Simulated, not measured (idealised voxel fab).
Title: Process Module voxel ribs on slabs
Section cut is 150 nm wide and gridded with 5 nm square cells.
This document writes a cross-section as a grid whose cells are square, and gives it as bands, listed from the top down; one or more rows of cells form a band. For a band, the entry starts with two heights in nm, that of the top and then that of the bottom, and carries on with the band's materials in order from left to right, each alongside its width in nm; the word "everywhere" beside a single material means it fills the band edge to edge, and "air" means empty space. Height 0 is the level under which the wafer as received is all one material. The lowest band goes on downwards, as in "0..down". The notation "30..40" denotes a width that varies across the rows of cells in the band, beginning at the first number in the top row, finishing at the second number in the bottom row, and changing by an identical amount from each row to the next. The cross-section has no changed cell in any step marked "nothing was modified". Listed in "Sealed voids": every empty space of 8 or more cells without an open way to the top. Form: width x height at distance, the distance being from the left edge, all in nm. Read whatever lies past the settings on a step's line as the simulator's own remark about the step. "overlay nm" on a masked step: distance the mask lay right of its planned place, negative for left.

List of planned process steps:
1 RECEIVE,material Si
2 DIRECTIONAL_DEP,material SiO2,thk nm 25
3 DIRECTIONAL_DEP,material polySi,thk nm 15
4 DIRECTIONAL_DEP,material aC,thk nm 15
5 PATTERN,tone cover,mask id RIB,material resist,width nm 15,thk nm 30,overlay nm 0
6 DIRECTIONAL_ETCH,etch materials aC,depth nm 15
7 STRIP,etch materials resist
8 DIRECTIONAL_ETCH,etch materials polySi,depth nm 5
9 STRIP,etch materials aC
10 MASKED_ETCH,tone cover,mask id SLAB,width nm 70,etch materials polySi,depth nm 10,overlay nm 0
11 FILL_DEP,material SiO2,thk nm 30
12 CMP,height nm 60
13 DIRECTIONAL_DEP,material TiN,thk nm 10
14 PATTERN,tone cover,mask id HEATER,material resist,width nm 30,thk nm 15,overlay nm 0
15 DIRECTIONAL_ETCH,etch materials TiN,depth nm 10
16 STRIP,etch materials resist
17 CONFORMAL_DEP,material SiO2,thk nm 10
Where the wafers of this document differ is in the width nm of step 5; they start out the same, and the plan states the value that applied to the first wafer.

The first of several wafers in cross-section, exactly as it reached us after step 1:
    0..down | Si everywhere
    Sealed voids: none

First wafer at the end, after step 17:
    80..70 | 50 nm air | 50 nm SiO2 | 50 nm air
    70..60 | 60 nm SiO2 | 30 nm TiN | 60 nm SiO2
    60..40 | SiO2 everywhere
    40..35 | 70 nm SiO2 | 15 nm polySi | 65 nm SiO2
    35..25 | 40 nm SiO2 | 70 nm polySi | 40 nm SiO2
    25..0 | SiO2 everywhere
    0..down | Si everywhere
    Sealed voids: none

Cross-section, module end, final of several wafers:
    80..70 | 50 nm air | 50 nm SiO2 | 50 nm air
    70..60 | 60 nm SiO2 | 30 nm TiN | 60 nm SiO2
    60..40 | SiO2 everywhere
    40..35 | 60 nm SiO2 | 35 nm polySi | 55 nm SiO2
    35..25 | 40 nm SiO2 | 70 nm polySi | 40 nm SiO2
    25..0 | SiO2 everywhere
    0..down | Si everywhere
    Sealed voids: none

Below, a row for every wafer. Read it as the end-of-module picture: for each material the wafer shows its cells gained (+) or lost (-) since it was received, and then its closed voids:
width nm 15, +397 SiO2, +12 TiN, +31 polySi, Sealed voids: none
width nm 20, +396 SiO2, +12 TiN, +32 polySi, Sealed voids: none
width nm 25, +395 SiO2, +12 TiN, +33 polySi, Sealed voids: none
width nm 30, +394 SiO2, +12 TiN, +34 polySi, Sealed voids: none
width nm 35, +393 SiO2, +12 TiN, +35 polySi, Sealed voids: none
